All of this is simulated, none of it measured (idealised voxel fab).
The document below concerns the process module designated voxel quadruple lines.
In the cross-section labelled cut, the width is 255 nm and each square cell is 5 nm.
Notation: cross-section as square-cell grid; stated in bands, top first, going down; one or more cell rows per band. Band entry format. Leading values: height of top, height of bottom, nm. Remainder: materials in left-to-right order, each with its width in nm. Special words: "everywhere" on a single material, which then fills the band edge to edge; "empty", empty space. Height is counted from the level 0, under which the received wafer is composed throughout of one material. The lowest of the bands is not closed at the bottom but continues downward, in the notation "0 down". Per-row width for "30->40": begins at first number (top row of band), ends at second number (bottom row), increment between rows held constant. The designation "no alteration", where it is given for a processing step, indicates that no cell of the cross-section was altered in the course of that step. "Closed void list" lists enclosed empty spaces (at least 8 cells, no open path upward to the top), each as width x height at distance from the left edge, in nm. Anything after a step's settings on that line? It's the simulator's own note about the step. A step's line can hold "overlay nm"; with a mask on that step, the setting says how far right of the planned place the mask lay, while a negative setting says it lay to the left.

-- Set out below are the planned steps of the process
step 1: RECEIVE (material Si)
step 2: CONFORMAL_DEP (material Al2O3; thk nm 10)
step 3: DIRECTIONAL_DEP (material W; thk nm 15)
step 4: DIRECTIONAL_DEP (material polySi; thk nm 15)
step 5: DIRECTIONAL_DEP (material aC; thk nm 20)
step 6: PATTERN (tone cover; mask id MANDREL; material resist; width nm 30; thk nm 30; overlay nm 0)
step 7: DIRECTIONAL_ETCH (etch materials aC; depth nm 20)
step 8: STRIP (etch materials resist)
step 9: CONFORMAL_DEP (material SiO2; thk nm 10)
step 10: DIRECTIONAL_ETCH (etch materials SiO2; depth nm 10)
step 11: STRIP (etch materials aC)
step 12: DIRECTIONAL_ETCH (etch materials polySi; depth nm 15)
step 13: STRIP (etch materials SiO2)
step 14: CONFORMAL_DEP (material SiN; thk nm 10)
step 15: DIRECTIONAL_ETCH (etch materials SiN; depth nm 10)
step 16: STRIP (etch materials polySi)
step 17: DIRECTIONAL_ETCH (etch materials W; depth nm 15)
step 18: STRIP (etch materials SiN)

-- First wafer out of two, processed as planned

-- Cross-section, incoming material, after step 1
- 0 down: Si everywhere
- Closed void list: none

-- Upon completion of step 2, the wafer appears in cross-section as shown
- 10 to 0: Al2O3 everywhere
- Everything below 0 is unchanged.

-- Upon completion of step 3, the wafer appears in cross-section as shown
- 25 to 10: W everywhere
- Everything below 10 is unchanged.

-- Upon completion of step 4, the wafer appears in cross-section as shown
- 40 to 25: polySi everywhere
- Everything below 25 is unchanged.

-- Upon completion of step 5, the wafer appears in cross-section as shown
- 60 to 40: aC everywhere
- Everything below 40 is unchanged.

-- Upon completion of step 6, the wafer appears in cross-section as shown
- 90 to 60: 110 nm empty / 30 nm resist / 115 nm empty
- Everything below 60 is unchanged.

-- Upon completion of step 7, the wafer appears in cross-section as shown
- 70 to 60: 110 nm empty / 30 nm resist / 115 nm empty
- 60 to 40: 110 nm empty / 30 nm aC / 115 nm empty
- Everything below 40 is unchanged.

-- Upon completion of step 8, the wafer appears in cross-section as shown
- 60 to 40: 110 nm empty / 30 nm aC / 115 nm empty
- Everything below 40 is unchanged.

-- Upon completion of step 9, the wafer appears in cross-section as shown
- 70 to 60: 100 nm empty / 50 nm SiO2 / 105 nm empty
- 60 to 50: 100 nm empty / 10 nm SiO2 / 30 nm aC / 10 nm SiO2 / 105 nm empty
- 50 to 40: 110 nm SiO2 / 30 nm aC / 115 nm SiO2
- Everything below 40 is unchanged.

-- Upon completion of step 10, the wafer appears in cross-section as shown
- 60 to 40: 100 nm empty / 10 nm SiO2 / 30 nm aC / 10 nm SiO2 / 105 nm empty
- Everything below 40 is unchanged.

-- Upon completion of step 11, the wafer appears in cross-section as shown
- 60 to 40: 100 nm empty / 10 nm SiO2 / 30 nm empty / 10 nm SiO2 / 105 nm empty
- Everything below 40 is unchanged.

-- Upon completion of step 12, the wafer appears in cross-section as shown
- 60 to 40: 100 nm empty / 10 nm SiO2 / 30 nm empty / 10 nm SiO2 / 105 nm empty
- 40 to 25: 100 nm empty / 10 nm polySi / 30 nm empty / 10 nm polySi / 105 nm empty
- Everything below 25 is unchanged.

-- Upon completion of step 13, the wafer appears in cross-section as shown
- 40 to 25: 100 nm empty / 10 nm polySi / 30 nm empty / 10 nm polySi / 105 nm empty
- Everything below 25 is unchanged.

-- Upon completion of step 14, the wafer appears in cross-section as shown
- 50 to 40: 90 nm empty / 30 nm SiN / 10 nm empty / 30 nm SiN / 95 nm empty
- 40 to 35: 90 nm empty / 10 nm SiN / 10 nm polySi / 10 nm SiN / 10 nm empty / 10 nm SiN / 10 nm polySi / 10 nm SiN / 95 nm empty
- 35 to 25: 100 nm SiN / 10 nm polySi / 30 nm SiN / 10 nm polySi / 105 nm SiN
- Everything below 25 is unchanged.

-- Upon completion of step 15, the wafer appears in cross-section as shown
- 40 to 25: 90 nm empty / 10 nm SiN / 10 nm polySi / 10 nm SiN / 10 nm empty / 10 nm SiN / 10 nm polySi / 10 nm SiN / 95 nm empty
- Everything below 25 is unchanged.

-- Upon completion of step 16, the wafer appears in cross-section as shown
- 40 to 25: 90 nm empty / 10 nm SiN / 10 nm empty / 10 nm SiN / 10 nm empty / 10 nm SiN / 10 nm empty / 10 nm SiN / 95 nm empty
- Everything below 25 is unchanged.

-- Upon completion of step 17, the wafer appears in cross-section as shown
- 40 to 25: 90 nm empty / 10 nm SiN / 10 nm empty / 10 nm SiN / 10 nm empty / 10 nm SiN / 10 nm empty / 10 nm SiN / 95 nm empty
- 25 to 10: 90 nm empty / 10 nm W / 10 nm empty / 10 nm W / 10 nm empty / 10 nm W / 10 nm empty / 10 nm W / 95 nm empty
- Everything below 10 is unchanged.

-- Upon completion of step 18, the wafer appears in cross-section as shown
- 25 to 10: 90 nm empty / 10 nm W / 10 nm empty / 10 nm W / 10 nm empty / 10 nm W / 10 nm empty / 10 nm W / 95 nm empty
- Everything below 10 is unchanged.

-- Second wafer - shared start and plan with the first - one error in running - same as the first up to step 5 inclusive

-- The second wafer in cross-section, at the planned close of step 6
- 90 to 60: 105 nm empty / 40 nm resist / 110 nm empty
- Everything below 60 is unchanged.

-- The second wafer in cross-section, at the planned close of step 7
- 70 to 60: 105 nm empty / 40 nm resist / 110 nm empty
- 60 to 40: 105 nm empty / 40 nm aC / 110 nm empty
- Everything below 40 is unchanged.

-- The second wafer in cross-section, at the planned close of step 8
- 60 to 40: 105 nm empty / 40 nm aC / 110 nm empty
- Everything below 40 is unchanged.

-- The second wafer in cross-section, at the planned close of step 9
- 70 to 60: 95 nm empty / 60 nm SiO2 / 100 nm empty
- 60 to 50: 95 nm empty / 10 nm SiO2 / 40 nm aC / 10 nm SiO2 / 100 nm empty
- 50 to 40: 105 nm SiO2 / 40 nm aC / 110 nm SiO2
- Everything below 40 is unchanged.

-- The second wafer in cross-section, at the planned close of step 10
- 60 to 40: 95 nm empty / 10 nm SiO2 / 40 nm aC / 10 nm SiO2 / 100 nm empty
- Everything below 40 is unchanged.

-- The second wafer in cross-section, at the planned close of step 11
- 60 to 40: 95 nm empty / 10 nm SiO2 / 40 nm empty / 10 nm SiO2 / 100 nm empty
- Everything below 40 is unchanged.

-- The second wafer in cross-section, at the planned close of step 12
- 60 to 40: 95 nm empty / 10 nm SiO2 / 40 nm empty / 10 nm SiO2 / 100 nm empty
- 40 to 25: 95 nm empty / 10 nm polySi / 40 nm empty / 10 nm polySi / 100 nm empty
- Everything below 25 is unchanged.

-- The second wafer in cross-section, at the planned close of step 13
- 40 to 25: 95 nm empty / 10 nm polySi / 40 nm empty / 10 nm polySi / 100 nm empty
- Everything below 25 is unchanged.

-- The second wafer in cross-section, at the planned close of step 14
- 50 to 40: 85 nm empty / 30 nm SiN / 20 nm empty / 30 nm SiN / 90 nm empty
- 40 to 35: 85 nm empty / 10 nm SiN / 10 nm polySi / 10 nm SiN / 20 nm empty / 10 nm SiN / 10 nm polySi / 10 nm SiN / 90 nm empty
- 35 to 25: 95 nm SiN / 10 nm polySi / 40 nm SiN / 10 nm polySi / 100 nm SiN
- Everything below 25 is unchanged.

-- The second wafer in cross-section, at the planned close of step 15
- 40 to 25: 85 nm empty / 10 nm SiN / 10 nm polySi / 10 nm SiN / 20 nm empty / 10 nm SiN / 10 nm polySi / 10 nm SiN / 90 nm empty
- Everything below 25 is unchanged.

-- The second wafer in cross-section, at the planned close of step 16
- 40 to 25: 85 nm empty / 10 nm SiN / 10 nm empty / 10 nm SiN / 20 nm empty / 10 nm SiN / 10 nm empty / 10 nm SiN / 90 nm empty
- Everything below 25 is unchanged.

-- The second wafer in cross-section, at the planned close of step 17
- 40 to 25: 85 nm empty / 10 nm SiN / 10 nm empty / 10 nm SiN / 20 nm empty / 10 nm SiN / 10 nm empty / 10 nm SiN / 90 nm empty
- 25 to 10: 85 nm empty / 10 nm W / 10 nm empty / 10 nm W / 20 nm empty / 10 nm W / 10 nm empty / 10 nm W / 90 nm empty
- Everything below 10 is unchanged.

-- The second wafer in cross-section, at the planned close of step 18
- 25 to 10: 85 nm empty / 10 nm W / 10 nm empty / 10 nm W / 20 nm empty / 10 nm W / 10 nm empty / 10 nm W / 90 nm empty
- Everything below 10 is unchanged.
So what did we get wrong on this run? step 6 did not use the planned setting and instead ran as PATTERN (tone cover; mask id MANDREL; material resist; width nm 40; thk nm 30; overlay nm 0)
In the final comparison it is observed that the number of cells assigned to each material is identical for the two wafers, whereas their placement is not.
